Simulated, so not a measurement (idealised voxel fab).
The name of this process module is voxel tone inversion.
Pictured: cross-section cut, 210 nm wide, on a grid of 5 nm square cells.
Cross-section, as written here: a square-cell grid given band by band from the top down, where a band holds one or more rows of cells. Band: top and bottom heights (nm) first, top before bottom; then materials from left to right, widths in nm. "all across" marks a sole material filling the band edge to edge. "air" denotes empty space. The reference from which all heights are counted is 0, the level beneath which the as-received wafer is entirely one material; the lowest band, having no lower bound, proceeds downward and is written after the example "0..down". Think of "30..40" as a width that walks from the first number to the second as you go down the band, top row to bottom row, taking equal-sized steps from row to row. Given "no alteration" for a step, no cell of the cross-section differs between before and after that step. So "Entrapped voids" is basically the list of trapped voids: any empty space of 8 cells or more that can't reach the top through an opening. They're written width x height at distance, the distance being from the left edge, and it's all nm. Where a step's line continues beyond its settings, the continuation is a remark by the simulator itself on that step. When a step includes a mask, the "overlay nm" setting on its line states how far to the right of its planned place that mask lay, and negative values state how far to the left.

This section lists the process steps that were planned:
1: RECEIVE: material Si
2: CONFORMAL_DEP: material SiCN, thk nm 5
3: DIRECTIONAL_DEP: material aC, thk nm 25
4: PATTERN: tone cover, mask id POSTS, material resist, width nm 15, pitch nm 40, thk nm 30, overlay nm -15
5: DIRECTIONAL_ETCH: etch materials aC, depth nm 25
6: STRIP: etch materials resist
7: FILL_DEP: material lowk, thk nm 5
8: CMP: height nm 30
9: STRIP: etch materials aC
10: CONFORMAL_DEP: material TiN, thk nm 5
11: FILL_DEP: material Ru, thk nm 10
12: CMP: height nm 30
13: CONFORMAL_DEP: material SiCN, thk nm 5
Wafer-to-wafer difference: overlay nm, step 4. Common start. Plan = first wafer's value.

Received condition of the first of several wafers, sectioned: post-step 1:
  0..down  Si all across
  Entrapped voids: none

Post step 13, the closing step of the module: first of several wafers, cross-sectioned:
  35..30  SiCN all across
  30..10  lowk 60  TiN 5  Ru 5  TiN 5  lowk 25  TiN 5  Ru 5  TiN 5  lowk 95
  10..5  lowk 60  TiN 15  lowk 25  TiN 15  lowk 95
  5..0  SiCN all across
  0..down  Si all across
  Entrapped voids: none

Sectional view of the last wafer upon completion of the module:
  35..30  SiCN all across
  30..10  lowk 90  TiN 5  Ru 5  TiN 5  lowk 25  TiN 5  Ru 5  TiN 5  lowk 65
  10..5  lowk 90  TiN 15  lowk 25  TiN 15  lowk 65
  5..0  SiCN all across
  0..down  Si all across
  Entrapped voids: none

Below, a row for every wafer. Read it as the end-of-module picture: for each material the wafer shows its cells gained (+) or lost (-) since it was received, and then its closed voids:
overlay nm -15; +8 Ru; +84 SiCN; +22 TiN; +180 lowk; Entrapped voids: none
overlay nm -10; +8 Ru; +84 SiCN; +22 TiN; +180 lowk; Entrapped voids: none
overlay nm -5; +8 Ru; +84 SiCN; +22 TiN; +180 lowk; Entrapped voids: none
overlay nm 0; +8 Ru; +84 SiCN; +22 TiN; +180 lowk; Entrapped voids: none
overlay nm 5; +8 Ru; +84 SiCN; +22 TiN; +180 lowk; Entrapped voids: none
overlay nm 10; +8 Ru; +84 SiCN; +22 TiN; +180 lowk; Entrapped voids: none
overlay nm 15; +8 Ru; +84 SiCN; +22 TiN; +180 lowk; Entrapped voids: none
